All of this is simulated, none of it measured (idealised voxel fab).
Process module under the name voxel gate over fins
In the cross-section labelled cut, the width is 250 nm and each square cell is 5 nm.
Cross-section = grid of square cells, listed top down in bands; band = one or more rows. Basically the band line says how high the top is and how high the bottom is, in nm, and then what's in it from left to right, every material with its width in nm. Empty space shows up as "air", and if a single material carries "throughout" it runs the full band edge to edge. Counting heights begins at 0, where everything beneath is, in the wafer as received, one material. The lowest band has no bottom; it goes on downwards, as "from 0 down" shows. Note: "30->40" means the width goes from the first number (top row of the band) to the second number (bottom row) in equal steps per row of cells. "remained unchanged", as given for a step, is the statement that not any cell of the cross-section underwent a change during that step. Closed empty spaces (no open way to the top) of 8 cells or more are what "Enclosed void inventory" lists, each as width x height at distance from the left edge, nm for all three. On each step's line, the part that comes after the settings is the simulator's own comment on the step. overlay nm: mask offset rightward from planned place, masked step; negative means leftward offset.
# Planned step list for the process
step 1: RECEIVE, material Si
step 2: CONFORMAL_DEP, material SiN, thk nm 10
step 3: PATTERN, tone cover, mask id FINS, material resist, width nm 15, pitch nm 50, thk nm 20, overlay nm 0
step 4: DIRECTIONAL_ETCH, etch materials SiN, depth nm 10
step 5: DIRECTIONAL_ETCH, etch materials Si, depth nm 30
step 6: STRIP, etch materials resist
step 7: FILL_DEP, material SiO2, thk nm 5
step 8: CMP, height nm 10
step 9: MASKED_ETCH, tone open, mask id RAIL, width nm 15, etch materials SiO2, depth nm 35, overlay nm 0
step 10: CONFORMAL_DEP, material TiN, thk nm 5
step 11: FILL_DEP, material W, thk nm 10
step 12: CMP, height nm 10
step 13: SELECTIVE_ETCH, etch materials W Ru TiN, depth nm 30
step 14: FILL_DEP, material SiO2, thk nm 5
step 15: CMP, height nm 10
step 16: SELECTIVE_ETCH, etch materials SiO2, depth nm 25
step 17: STRIP, etch materials SiN
step 18: CONFORMAL_DEP, material HfO2, thk nm 5
step 19: CONFORMAL_DEP, material TiN, thk nm 5
step 20: CONFORMAL_DEP, material TiAl, thk nm 5
step 21: CONFORMAL_DEP, material TiN, thk nm 5
step 22: FILL_DEP, material W, thk nm 15
step 23: CMP, height nm 30
step 24: CONFORMAL_DEP, material SiCN, thk nm 5
Every wafer here starts from the same state; it is the step 18 thk nm that distinguishes them, and the value the plan gives belongs to the first wafer.
# Here's the first of the wafers in cross-section, just as we got it, i.e. after step 1
from 0 down  Si throughout
Enclosed void inventory: none
# Table: wafers, a row each; end-of-module cell change per material since receipt, gain (+), loss (-); then closed voids
thk nm 5, +68 HfO2, -246 Si, +50 SiCN, +120 SiO2, +68 TiAl, +133 TiN, +157 W, Enclosed void inventory: none
thk nm 10, +136 HfO2, -246 Si, +50 SiCN, +120 SiO2, +62 TiAl, +127 TiN, +101 W, Enclosed void inventory: none
thk nm 15, +204 HfO2, -246 Si, +50 SiCN, +120 SiO2, +56 TiAl, +121 TiN, +45 W, Enclosed void inventory: none
thk nm 20, +266 HfO2, -246 Si, +50 SiCN, +120 SiO2, +56 TiAl, +78 TiN, +26 W, Enclosed void inventory: none
